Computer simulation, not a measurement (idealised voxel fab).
process module | voxel wiring stack
Displayed cross-section: cut, width of 260 nm, square cells sized 5 nm.
A cross-section in this document is a grid of square cells, and it is written down as bands, the top band listed before the ones below it; a band is made up of one or more rows of cells. For a band, the entry starts with two heights in nm, that of the top and then that of the bottom, and carries on with the band's materials in order from left to right, each alongside its width in nm; the word "throughout" beside a single material means it fills the band edge to edge, and "blank" means empty space. Height datum 0, below which the as-received substrate wafer is one material. Lowest band open at the bottom, running downward: "0 nm and below". A width given as "30..40" starts at the first number in the band's top row and ends at the second number in its bottom row, shifting by an equal amount at every step from row to row. Step marked "remains unaltered"? Then no cell in the cross-section changed in it. Heads up: "Sealed voids" only lists the empty pockets with no open path to the top that are 8 cells or more, and it writes them as width x height at distance, distance from the left edge, in nm. Note: text after step settings on the step line = simulator remark on that step. "overlay nm" on a masked step: distance the mask lay right of its planned place, negative for left.

**List of planned process steps**
1) RECEIVE: material Si
2) CONFORMAL_DEP: material SiO2, thk nm 15
3) CONFORMAL_DEP: material SiN, thk nm 5
4) DIRECTIONAL_DEP: material SiO2, thk nm 15
5) PATTERN: tone open, mask id METAL_1, material resist, width nm 30, pitch nm 60, thk nm 15, overlay nm 0
6) DIRECTIONAL_ETCH: etch materials SiO2, depth nm 15
7) DIRECTIONAL_ETCH: etch materials SiN, depth nm 5
8) STRIP: etch materials resist
9) CONFORMAL_DEP: material TiN, thk nm 5
10) FILL_DEP: material W, thk nm 5
11) CMP: height nm 35
12) EPI: material Ru, thk nm 5
13) FILL_DEP: material SiCN, thk nm 5
14) DIRECTIONAL_DEP: material lowk, thk nm 30
15) DIRECTIONAL_DEP: material aC, thk nm 10
16) PATTERN: tone open, mask id METAL_2, material resist, width nm 30, pitch nm 60, thk nm 25, overlay nm 0
17) DIRECTIONAL_ETCH: etch materials aC, depth nm 10
18) STRIP: etch materials resist
19) DIRECTIONAL_ETCH: etch materials lowk, depth nm 20
20) STRIP: etch materials aC
21) DIRECTIONAL_DEP: material aC, thk nm 15
22) PATTERN: tone open, mask id METAL_2_HOLES, material resist, width nm 15, pitch nm 120, thk nm 30, overlay nm 0
23) DIRECTIONAL_ETCH: etch materials aC, depth nm 15
24) STRIP: etch materials resist
25) DIRECTIONAL_ETCH: etch materials lowk, depth nm 10
26) DIRECTIONAL_ETCH: etch materials SiCN, depth nm 5
27) STRIP: etch materials aC
28) CONFORMAL_DEP: material TiN, thk nm 5
29) FILL_DEP: material Cu, thk nm 5
30) CMP: height nm 75
31) CONFORMAL_DEP: material SiCN, thk nm 5
32) DIRECTIONAL_DEP: material lowk, thk nm 15
33) MASKED_ETCH: tone open, mask id PLUG_2, width nm 15, pitch nm 120, etch materials lowk, depth nm 15, overlay nm 0
34) MASKED_ETCH: tone open, mask id PLUG_2, width nm 15, pitch nm 120, etch materials SiCN, depth nm 5, overlay nm 0
35) EPI: material Ru, thk nm 10
36) EPI: material Ru, thk nm 10
37) DIRECTIONAL_DEP: material TiN, thk nm 5
38) DIRECTIONAL_DEP: material Ru, thk nm 25
39) MASKED_ETCH: tone cover, mask id METAL_3, width nm 30, pitch nm 60, etch materials Ru, depth nm 25, overlay nm 0
40) MASKED_ETCH: tone cover, mask id METAL_3, width nm 30, pitch nm 60, etch materials TiN, depth nm 5, overlay nm 0
41) CONFORMAL_DEP: material SiN, thk nm 5
42) FILL_DEP: material SiO2, thk nm 5
43) CMP: height nm 125
44) CONFORMAL_DEP: material SiN, thk nm 5

**Wafer as received: cross-section following step 1**
0 nm and below | Si throughout
Sealed voids: none

**Here's the cross-section of the first of our two wafers at the end of the module - it ran as planned**
130 nm to 125 nm | SiN throughout
125 nm to 100 nm | SiO2: 50 | SiN: 5 | Ru: 30 | SiN: 5 | SiO2: 20 | SiN: 5 | Ru: 30 | SiN: 5 | SiO2: 20 | SiN: 5 | Ru: 30 | SiN: 5 | SiO2: 50
100 nm to 95 nm | SiN: 55 | TiN: 30 | SiN: 30 | TiN: 30 | SiN: 30 | TiN: 30 | SiN: 55
95 nm to 80 nm | lowk: 55 | Ru: 15 | lowk: 105 | Ru: 15 | lowk: 70
80 nm to 75 nm | SiCN: 55 | Ru: 15 | SiCN: 105 | Ru: 15 | SiCN: 70
75 nm to 60 nm | lowk: 55 | TiN: 5 | Cu: 20 | TiN: 5 | lowk: 30 | TiN: 5 | Cu: 20 | TiN: 5 | lowk: 30 | TiN: 5 | Cu: 20 | TiN: 5 | lowk: 55
60 nm to 55 nm | lowk: 55 | TiN: 5 | Cu: 5 | TiN: 20 | lowk: 30 | TiN: 30 | lowk: 30 | TiN: 5 | Cu: 5 | TiN: 20 | lowk: 55
55 nm to 45 nm | lowk: 55 | TiN: 5 | Cu: 5 | TiN: 5 | lowk: 105 | TiN: 5 | Cu: 5 | TiN: 5 | lowk: 70
45 nm to 40 nm | SiCN: 55 | TiN: 15 | SiCN: 105 | TiN: 15 | SiCN: 70
40 nm to 35 nm | SiCN: 50 | Ru: 40 | SiCN: 20 | Ru: 40 | SiCN: 20 | Ru: 40 | SiCN: 50
35 nm to 20 nm | SiO2: 55 | TiN: 5 | W: 20 | TiN: 5 | SiO2: 30 | TiN: 5 | W: 20 | TiN: 5 | SiO2: 30 | TiN: 5 | W: 20 | TiN: 5 | SiO2: 55
20 nm to 15 nm | SiN: 55 | TiN: 30 | SiN: 30 | TiN: 30 | SiN: 30 | TiN: 30 | SiN: 55
15 nm to 0 nm | SiO2 throughout
0 nm and below | Si throughout
Sealed voids: none

**Second wafer cross-section at end of module - shared start and plan with the first, one mistake in the run**
130 nm to 125 nm | SiN throughout
125 nm to 100 nm | SiO2: 50 | SiN: 5 | Ru: 30 | SiN: 5 | SiO2: 20 | SiN: 5 | Ru: 30 | SiN: 5 | SiO2: 20 | SiN: 5 | Ru: 30 | SiN: 5 | SiO2: 50
100 nm to 95 nm | SiN: 55 | TiN: 30 | SiN: 30 | TiN: 30 | SiN: 30 | TiN: 30 | SiN: 55
95 nm to 80 nm | lowk: 55 | Ru: 15 | lowk: 105 | Ru: 15 | lowk: 70
80 nm to 75 nm | SiCN: 55 | Ru: 15 | SiCN: 105 | Ru: 15 | SiCN: 70
75 nm to 60 nm | lowk: 55 | TiN: 5 | Cu: 20 | TiN: 5 | lowk: 30 | TiN: 5 | Cu: 20 | TiN: 5 | lowk: 30 | TiN: 5 | Cu: 20 | TiN: 5 | lowk: 55
60 nm to 55 nm | lowk: 55 | TiN: 5 | Cu: 5 | TiN: 20 | lowk: 30 | TiN: 30 | lowk: 30 | TiN: 5 | Cu: 5 | TiN: 20 | lowk: 55
55 nm to 45 nm | lowk: 55 | TiN: 5 | Cu: 5 | TiN: 5 | lowk: 105 | TiN: 5 | Cu: 5 | TiN: 5 | lowk: 70
45 nm to 40 nm | SiCN: 55 | TiN: 15 | SiCN: 105 | TiN: 15 | SiCN: 70
40 nm to 35 nm | SiCN: 50 | Ru: 40 | SiCN: 20 | Ru: 40 | SiCN: 20 | Ru: 40 | SiCN: 50
35 nm to 30 nm | SiO2: 55 | TiN: 5 | W: 20 | TiN: 5 | SiO2: 30 | TiN: 5 | W: 20 | TiN: 5 | SiO2: 30 | TiN: 5 | W: 20 | TiN: 5 | SiO2: 55
30 nm to 25 nm | SiN: 55 | TiN: 30 | SiN: 30 | TiN: 30 | SiN: 30 | TiN: 30 | SiN: 55
25 nm to 15 nm | SiN throughout
15 nm to 0 nm | SiO2 throughout
0 nm and below | Si throughout
Sealed voids: none
Want to know what went wrong? note that step 3 departed from the planned setting and was carried out as CONFORMAL_DEP: material SiN, thk nm 15
Upon completion, the second wafer contains, in terms of cells, a greater or smaller amount of certain materials than the first wafer: SiN +104 | SiO2 -68 | TiN -12 | W -24
